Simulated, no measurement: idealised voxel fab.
process module | voxel capacitor over wiring
cross-section cut | 225 nm wide | cells 5 nm
A cross-section is a grid of square cells, given in bands from the top down. A band is one or more rows of cells.
Each band's line starts with the height of the band's top and of its bottom, in nm. Then come its materials from left to right, each with its width in nm. One material with "throughout" fills the band from edge to edge. "air" is empty space.
Height 0 is the level under which the wafer as received is all one material. The lowest band goes on downwards, as in "0 down".
A width such as "30 to 40" changes by the same amount from each row of cells to the next, from the band's top row to its bottom row.
"no change" after a step means that no cell of the cross-section changed.
closed voids: empty space of 8 cells or more with no open way to the top, each as width x height at its distance from the left edge, in nm
after a step's settings: what the simulator itself notes on the step
overlay nm, on a step with a mask: how far to the right of its planned place the mask lay; to the left if negative
plan
1 op RECEIVE | material Si
2 op CONFORMAL_DEP | material SiO2 | thk nm 15
3 op DIRECTIONAL_DEP | material TiN | thk nm 5
4 op DIRECTIONAL_DEP | material W | thk nm 25
5 op MASKED_ETCH | tone cover | mask id METAL_1 | width nm 30 | pitch nm 95 | etch materials W | depth nm 25 | overlay nm 0
6 op MASKED_ETCH | tone cover | mask id METAL_1 | width nm 30 | pitch nm 95 | etch materials TiN | depth nm 5 | overlay nm 0
7 op CONFORMAL_DEP | material SiN | thk nm 5
8 op FILL_DEP | material SiO2 | thk nm 10
9 op CMP | height nm 45
10 op CONFORMAL_DEP | material SiCN | thk nm 5
11 op DIRECTIONAL_DEP | material lowk | thk nm 20
12 op DIRECTIONAL_DEP | material aC | thk nm 15
13 op PATTERN | tone open | mask id PLUG_1 | material resist | width nm 15 | thk nm 30 | overlay nm 0
14 op DIRECTIONAL_ETCH | etch materials aC | depth nm 15
15 op STRIP | etch materials resist
16 op DIRECTIONAL_ETCH | etch materials lowk | depth nm 20
17 op DIRECTIONAL_ETCH | etch materials SiCN | depth nm 5
18 op STRIP | etch materials aC
19 op EPI | material Ru | thk nm 10
20 op EPI | material Ru | thk nm 10
21 op EPI | material Ru | thk nm 5
22 op DIRECTIONAL_DEP | material TiN | thk nm 10
23 op DIRECTIONAL_DEP | material SiN | thk nm 5
24 op DIRECTIONAL_DEP | material TiN | thk nm 10
25 op DIRECTIONAL_DEP | material aC | thk nm 15
26 op PATTERN | tone cover | mask id UPPER_PLATE | material resist | width nm 70 | thk nm 35 | overlay nm 0
27 op DIRECTIONAL_ETCH | etch materials aC | depth nm 15
28 op STRIP | etch materials resist
29 op DIRECTIONAL_ETCH | etch materials TiN | depth nm 10
30 op DIRECTIONAL_ETCH | etch materials SiN | depth nm 5
31 op STRIP | etch materials aC
32 op DIRECTIONAL_DEP | material aC | thk nm 10
33 op PATTERN | tone cover | mask id LOWER_PLATE | material resist | width nm 80 | thk nm 25 | overlay nm 0
34 op DIRECTIONAL_ETCH | etch materials aC | depth nm 10
35 op STRIP | etch materials resist
36 op DIRECTIONAL_ETCH | etch materials TiN | depth nm 10
37 op STRIP | etch materials aC
38 op FILL_DEP | material SiO2 | thk nm 20
39 op CMP | height nm 110
40 op DIRECTIONAL_DEP | material aC | thk nm 15
41 op PATTERN | tone open | mask id PLUG_2 | material resist | width nm 15 | thk nm 35 | overlay nm 0
42 op DIRECTIONAL_ETCH | etch materials aC | depth nm 15
43 op STRIP | etch materials resist
44 op DIRECTIONAL_ETCH | etch materials SiO2 | depth nm 15
45 op STRIP | etch materials aC
46 op CONFORMAL_DEP | material TiN | thk nm 5
47 op FILL_DEP | material Ru | thk nm 10
48 op CMP | height nm 110
49 op CONFORMAL_DEP | material SiCN | thk nm 5
first wafer, as planned
as received, after step 1
  0 down: Si throughout
  closed voids: none
after step 2
  15 to 0: SiO2 throughout
  below 0: unchanged
after step 3
  20 to 15: TiN throughout
  below 15: unchanged
after step 4
  45 to 20: W throughout
  below 20: unchanged
after step 5
  45 to 20: air 50 | W 30 | air 65 | W 30 | air 50
  below 20: unchanged
after step 6
  45 to 20: air 50 | W 30 | air 65 | W 30 | air 50
  20 to 15: air 50 | TiN 30 | air 65 | TiN 30 | air 50
  below 15: unchanged
after step 7
  50 to 45: air 45 | SiN 40 | air 55 | SiN 40 | air 45
  45 to 20: air 45 | SiN 5 | W 30 | SiN 5 | air 55 | SiN 5 | W 30 | SiN 5 | air 45
  20 to 15: SiN 50 | TiN 30 | SiN 65 | TiN 30 | SiN 50
  below 15: unchanged
after step 8
  60 to 50: SiO2 throughout
  50 to 45: SiO2 45 | SiN 40 | SiO2 55 | SiN 40 | SiO2 45
  45 to 20: SiO2 45 | SiN 5 | W 30 | SiN 5 | SiO2 55 | SiN 5 | W 30 | SiN 5 | SiO2 45
  below 20: unchanged
after step 9
  45 to 20: SiO2 45 | SiN 5 | W 30 | SiN 5 | SiO2 55 | SiN 5 | W 30 | SiN 5 | SiO2 45
  below 20: unchanged
after step 10
  50 to 45: SiCN throughout
  below 45: unchanged
after step 11
  70 to 50: lowk throughout
  below 50: unchanged
after step 12
  85 to 70: aC throughout
  below 70: unchanged
after step 13
  115 to 85: resist 65 | air 15 | resist 145
  below 85: unchanged
after step 14
  100 to 85: resist 65 | air 15 | resist 145
  85 to 70: aC 65 | air 15 | aC 145
  below 70: unchanged
after step 15
  85 to 70: aC 65 | air 15 | aC 145
  below 70: unchanged
after step 16
  85 to 70: aC 65 | air 15 | aC 145
  70 to 50: lowk 65 | air 15 | lowk 145
  below 50: unchanged
after step 17
  85 to 70: aC 65 | air 15 | aC 145
  70 to 50: lowk 65 | air 15 | lowk 145
  50 to 45: SiCN 65 | air 15 | SiCN 145
  below 45: unchanged
after step 18
  70 to 50: lowk 65 | air 15 | lowk 145
  below 50: unchanged
after step 19
  70 to 55: lowk 65 | air 15 | lowk 145
  55 to 50: lowk 65 | Ru 15 | lowk 145
  50 to 45: SiCN 65 | Ru 15 | SiCN 145
  below 45: unchanged
after step 20
  70 to 65: lowk 65 | air 15 | lowk 145
  65 to 50: lowk 65 | Ru 15 | lowk 145
  below 50: unchanged
after step 21
  70 to 50: lowk 65 | Ru 15 | lowk 145
  below 50: unchanged
after step 22
  80 to 70: TiN throughout
  below 70: unchanged
after step 23
  85 to 80: SiN throughout
  below 80: unchanged
after step 24
  95 to 85: TiN throughout
  below 85: unchanged
after step 25
  110 to 95: aC throughout
  below 95: unchanged
after step 26
  145 to 110: air 65 | resist 70 | air 90
  below 110: unchanged
after step 27
  130 to 110: air 65 | resist 70 | air 90
  110 to 95: air 65 | aC 70 | air 90
  below 95: unchanged
after step 28
  110 to 95: air 65 | aC 70 | air 90
  below 95: unchanged
after step 29
  110 to 95: air 65 | aC 70 | air 90
  95 to 85: air 65 | TiN 70 | air 90
  below 85: unchanged
after step 30
  110 to 95: air 65 | aC 70 | air 90
  95 to 85: air 65 | TiN 70 | air 90
  85 to 80: air 65 | SiN 70 | air 90
  below 80: unchanged
after step 31
  95 to 85: air 65 | TiN 70 | air 90
  below 85: unchanged
after step 32
  105 to 95: air 65 | aC 70 | air 90
  95 to 90: air 65 | TiN 70 | air 90
  90 to 85: aC 65 | TiN 70 | aC 90
  85 to 80: aC 65 | SiN 70 | aC 90
  below 80: unchanged
after step 33
  130 to 105: air 60 | resist 80 | air 85
  105 to 95: air 60 | resist 5 | aC 70 | resist 5 | air 85
  95 to 90: air 60 | resist 5 | TiN 70 | resist 5 | air 85
  below 90: unchanged
after step 34
  120 to 105: air 60 | resist 80 | air 85
  105 to 95: air 60 | resist 5 | aC 70 | resist 5 | air 85
  95 to 90: air 60 | resist 5 | TiN 70 | resist 5 | air 85
  90 to 85: air 60 | aC 5 | TiN 70 | aC 5 | air 85
  85 to 80: air 60 | aC 5 | SiN 70 | aC 5 | air 85
  below 80: unchanged
after step 35
  105 to 95: air 65 | aC 70 | air 90
  95 to 90: air 65 | TiN 70 | air 90
  below 90: unchanged
after step 36
  105 to 95: air 65 | aC 70 | air 90
  95 to 90: air 65 | TiN 70 | air 90
  90 to 85: air 60 | aC 5 | TiN 70 | aC 5 | air 85
  85 to 80: air 60 | aC 5 | SiN 70 | aC 5 | air 85
  80 to 70: air 60 | TiN 80 | air 85
  below 70: unchanged
after step 37
  95 to 85: air 65 | TiN 70 | air 90
  85 to 80: air 65 | SiN 70 | air 90
  below 80: unchanged
after step 38
  115 to 95: SiO2 throughout
  95 to 85: SiO2 65 | TiN 70 | SiO2 90
  85 to 80: SiO2 65 | SiN 70 | SiO2 90
  80 to 70: SiO2 60 | TiN 80 | SiO2 85
  below 70: unchanged
after step 39
  110 to 95: SiO2 throughout
  below 95: unchanged
after step 40
  125 to 110: aC throughout
  below 110: unchanged
after step 41
  160 to 125: resist 75 | air 15 | resist 135
  below 125: unchanged
after step 42
  145 to 125: resist 75 | air 15 | resist 135
  125 to 110: aC 75 | air 15 | aC 135
  below 110: unchanged
after step 43
  125 to 110: aC 75 | air 15 | aC 135
  below 110: unchanged
after step 44
  125 to 110: aC 75 | air 15 | aC 135
  110 to 95: SiO2 75 | air 15 | SiO2 135
  below 95: unchanged
after step 45
  110 to 95: SiO2 75 | air 15 | SiO2 135
  below 95: unchanged
after step 46
  115 to 110: TiN 80 | air 5 | TiN 140
  110 to 100: SiO2 75 | TiN 5 | air 5 | TiN 5 | SiO2 135
  100 to 95: SiO2 75 | TiN 15 | SiO2 135
  below 95: unchanged
after step 47
  125 to 115: Ru throughout
  115 to 110: TiN 80 | Ru 5 | TiN 140
  110 to 100: SiO2 75 | TiN 5 | Ru 5 | TiN 5 | SiO2 135
  below 100: unchanged
after step 48
  110 to 100: SiO2 75 | TiN 5 | Ru 5 | TiN 5 | SiO2 135
  below 100: unchanged
after step 49
  115 to 110: SiCN throughout
  below 110: unchanged
second wafer: like start, like plan, one mistake. Through step 7 it matches the first wafer
when step 8 should have ended
  60 to 45: SiN throughout
  45 to 20: SiN 50 | W 30 | SiN 65 | W 30 | SiN 50
  below 20: unchanged
when step 9 should have ended
  45 to 20: SiN 50 | W 30 | SiN 65 | W 30 | SiN 50
  below 20: unchanged
when step 10 should have ended
  50 to 45: SiCN throughout
  below 45: unchanged
when step 11 should have ended
  70 to 50: lowk throughout
  below 50: unchanged
when step 12 should have ended
  85 to 70: aC throughout
  below 70: unchanged
when step 13 should have ended
  115 to 85: resist 65 | air 15 | resist 145
  below 85: unchanged
when step 14 should have ended
  100 to 85: resist 65 | air 15 | resist 145
  85 to 70: aC 65 | air 15 | aC 145
  below 70: unchanged
when step 15 should have ended
  85 to 70: aC 65 | air 15 | aC 145
  below 70: unchanged
when step 16 should have ended
  85 to 70: aC 65 | air 15 | aC 145
  70 to 50: lowk 65 | air 15 | lowk 145
  below 50: unchanged
when step 17 should have ended
  85 to 70: aC 65 | air 15 | aC 145
  70 to 50: lowk 65 | air 15 | lowk 145
  50 to 45: SiCN 65 | air 15 | SiCN 145
  below 45: unchanged
when step 18 should have ended
  70 to 50: lowk 65 | air 15 | lowk 145
  below 50: unchanged
when step 19 should have ended
  70 to 55: lowk 65 | air 15 | lowk 145
  55 to 50: lowk 65 | Ru 15 | lowk 145
  50 to 45: SiCN 65 | Ru 15 | SiCN 145
  below 45: unchanged
when step 20 should have ended
  70 to 65: lowk 65 | air 15 | lowk 145
  65 to 50: lowk 65 | Ru 15 | lowk 145
  below 50: unchanged
when step 21 should have ended
  70 to 50: lowk 65 | Ru 15 | lowk 145
  below 50: unchanged
when step 22 should have ended
  80 to 70: TiN throughout
  below 70: unchanged
when step 23 should have ended
  85 to 80: SiN throughout
  below 80: unchanged
when step 24 should have ended
  95 to 85: TiN throughout
  below 85: unchanged
when step 25 should have ended
  110 to 95: aC throughout
  below 95: unchanged
when step 26 should have ended
  145 to 110: air 65 | resist 70 | air 90
  below 110: unchanged
when step 27 should have ended
  130 to 110: air 65 | resist 70 | air 90
  110 to 95: air 65 | aC 70 | air 90
  below 95: unchanged
when step 28 should have ended
  110 to 95: air 65 | aC 70 | air 90
  below 95: unchanged
when step 29 should have ended
  110 to 95: air 65 | aC 70 | air 90
  95 to 85: air 65 | TiN 70 | air 90
  below 85: unchanged
when step 30 should have ended
  110 to 95: air 65 | aC 70 | air 90
  95 to 85: air 65 | TiN 70 | air 90
  85 to 80: air 65 | SiN 70 | air 90
  below 80: unchanged
when step 31 should have ended
  95 to 85: air 65 | TiN 70 | air 90
  below 85: unchanged
when step 32 should have ended
  105 to 95: air 65 | aC 70 | air 90
  95 to 90: air 65 | TiN 70 | air 90
  90 to 85: aC 65 | TiN 70 | aC 90
  85 to 80: aC 65 | SiN 70 | aC 90
  below 80: unchanged
when step 33 should have ended
  130 to 105: air 60 | resist 80 | air 85
  105 to 95: air 60 | resist 5 | aC 70 | resist 5 | air 85
  95 to 90: air 60 | resist 5 | TiN 70 | resist 5 | air 85
  below 90: unchanged
when step 34 should have ended
  120 to 105: air 60 | resist 80 | air 85
  105 to 95: air 60 | resist 5 | aC 70 | resist 5 | air 85
  95 to 90: air 60 | resist 5 | TiN 70 | resist 5 | air 85
  90 to 85: air 60 | aC 5 | TiN 70 | aC 5 | air 85
  85 to 80: air 60 | aC 5 | SiN 70 | aC 5 | air 85
  below 80: unchanged
when step 35 should have ended
  105 to 95: air 65 | aC 70 | air 90
  95 to 90: air 65 | TiN 70 | air 90
  below 90: unchanged
when step 36 should have ended
  105 to 95: air 65 | aC 70 | air 90
  95 to 90: air 65 | TiN 70 | air 90
  90 to 85: air 60 | aC 5 | TiN 70 | aC 5 | air 85
  85 to 80: air 60 | aC 5 | SiN 70 | aC 5 | air 85
  80 to 70: air 60 | TiN 80 | air 85
  below 70: unchanged
when step 37 should have ended
  95 to 85: air 65 | TiN 70 | air 90
  85 to 80: air 65 | SiN 70 | air 90
  below 80: unchanged
when step 38 should have ended
  115 to 95: SiO2 throughout
  95 to 85: SiO2 65 | TiN 70 | SiO2 90
  85 to 80: SiO2 65 | SiN 70 | SiO2 90
  80 to 70: SiO2 60 | TiN 80 | SiO2 85
  below 70: unchanged
when step 39 should have ended
  110 to 95: SiO2 throughout
  below 95: unchanged
when step 40 should have ended
  125 to 110: aC throughout
  below 110: unchanged
when step 41 should have ended
  160 to 125: resist 75 | air 15 | resist 135
  below 125: unchanged
when step 42 should have ended
  145 to 125: resist 75 | air 15 | resist 135
  125 to 110: aC 75 | air 15 | aC 135
  below 110: unchanged
when step 43 should have ended
  125 to 110: aC 75 | air 15 | aC 135
  below 110: unchanged
when step 44 should have ended
  125 to 110: aC 75 | air 15 | aC 135
  110 to 95: SiO2 75 | air 15 | SiO2 135
  below 95: unchanged
when step 45 should have ended
  110 to 95: SiO2 75 | air 15 | SiO2 135
  below 95: unchanged
when step 46 should have ended
  115 to 110: TiN 80 | air 5 | TiN 140
  110 to 100: SiO2 75 | TiN 5 | air 5 | TiN 5 | SiO2 135
  100 to 95: SiO2 75 | TiN 15 | SiO2 135
  below 95: unchanged
when step 47 should have ended
  125 to 115: Ru throughout
  115 to 110: TiN 80 | Ru 5 | TiN 140
  110 to 100: SiO2 75 | TiN 5 | Ru 5 | TiN 5 | SiO2 135
  below 100: unchanged
when step 48 should have ended
  110 to 100: SiO2 75 | TiN 5 | Ru 5 | TiN 5 | SiO2 135
  below 100: unchanged
when step 49 should have ended
  115 to 110: SiCN throughout
  below 110: unchanged
what went wrong: step 8 ran as: op FILL_DEP | material SiN | thk nm 10
at the end the second wafer has, in cells: 145 more of SiN | 145 fewer of SiO2
